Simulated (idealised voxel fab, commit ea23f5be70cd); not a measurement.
Name of the process module below: voxel air gaps
Displayed cross-section: cut, width of 275 nm, square cells sized 5 nm.
Cross-section layout: square cells on a grid; listed as bands, top to bottom; a band spans one or more cell rows. Look at the band entry: it leads with the top's height and the bottom's height in nm. Then it lists the materials left to right, with a width in nm for each. The word "edge to edge" on a single material says that material fills the band edge to edge. The word "air" is empty space. Height 0 is the level under which the wafer as received is all one material. The lowest band goes on downwards, as in "0 -> down". With a width like "30->40", each row of cells in the band differs from the next by the same amount, the top row carrying the first number and the bottom row the second. Reading "nothing got changed" for a step: not a cell of the cross-section changed in it. Voids not open to the top, 8 cells minimum: see "Fully sealed cavities". Written width x height at distance; distance is from the left edge; nm. Formally, on a step line, whatever follows the settings is a remark that the simulator itself makes on the step. overlay nm: for a step with a mask, the amount by which the mask lay right of where it was planned; a negative amount means left of it.
**Process steps foreseen in the plan**
| 1 | RECEIVE with material Si |
| 2 | CONFORMAL_DEP with material SiO2, thk nm 10 |
| 3 | CONFORMAL_DEP with material SiCN, thk nm 5 |
| 4 | DIRECTIONAL_DEP with material SiO2, thk nm 35 |
| 5 | PATTERN with tone open, mask id LINES, material resist, width nm 20, pitch nm 50, thk nm 20, overlay nm 0 |
| 6 | DIRECTIONAL_ETCH with etch materials SiO2, depth nm 35 |
| 7 | STRIP with etch materials resist |
| 8 | CONFORMAL_DEP with material TiN, thk nm 5 |
| 9 | FILL_DEP with material Cu, thk nm 10 |
| 10 | CMP with height nm 50 |
| 11 | EPI with material Ru, thk nm 10 |
| 12 | SELECTIVE_ETCH with etch materials SiO2, depth nm 45 |
| 13 | CONFORMAL_DEP with material SiCN, thk nm 5 |
**Shown in cross-section is the wafer as received, that is, as it stands after step 1**
> 0 -> down = Si edge to edge
> Fully sealed cavities: none
**Run as planned - first of the two wafers cross-sectioned at the end of the module**
> 65 -> 60 = air=60 | SiCN=150 | air=65
> 60 -> 50 = air=60 | SiCN=5 | Ru=40 | SiCN=10 | Ru=40 | SiCN=10 | Ru=40 | SiCN=5 | air=65
> 50 -> 45 = air=60 | SiCN=15 | TiN=5 | Cu=10 | TiN=5 | SiCN=30 | TiN=5 | Cu=10 | TiN=5 | SiCN=30 | TiN=5 | Cu=10 | TiN=5 | SiCN=15 | air=65
> 45 -> 20 = air=70 | SiCN=5 | TiN=5 | Cu=10 | TiN=5 | SiCN=5 | air=20 | SiCN=5 | TiN=5 | Cu=10 | TiN=5 | SiCN=5 | air=20 | SiCN=5 | TiN=5 | Cu=10 | TiN=5 | SiCN=5 | air=75
> 20 -> 15 = SiCN=75 | TiN=20 | SiCN=30 | TiN=20 | SiCN=30 | TiN=20 | SiCN=80
> 15 -> 10 = SiCN edge to edge
> 10 -> 0 = SiO2 edge to edge
> 0 -> down = Si edge to edge
> Fully sealed cavities: 20 x 25 at 100; 20 x 25 at 150
**Second wafer cross-section at end of module - shared start and plan with the first, one mistake in the run**
> 65 -> 60 = SiCN edge to edge
> 60 -> 50 = Ru edge to edge
> 50 -> 45 = TiN=80 | Cu=10 | TiN=40 | Cu=10 | TiN=40 | Cu=10 | TiN=85
> 45 -> 15 = SiO2=75 | TiN=5 | Cu=10 | TiN=5 | SiO2=30 | TiN=5 | Cu=10 | TiN=5 | SiO2=30 | TiN=5 | Cu=10 | TiN=5 | SiO2=80
> 15 -> 10 = SiO2=75 | TiN=20 | SiO2=30 | TiN=20 | SiO2=30 | TiN=20 | SiO2=80
> 10 -> 0 = SiO2 edge to edge
> 0 -> down = Si edge to edge
> Fully sealed cavities: none
What was the processing mistake? step 3 of the plan never got run, it was skipped over
at the end the second wafer has, in cells: Cu +6; Ru +62; SiCN -133; SiO2 +301; TiN +49
In the final state there are 2 closed voids in the first wafer, compared with 0 in the second wafer.
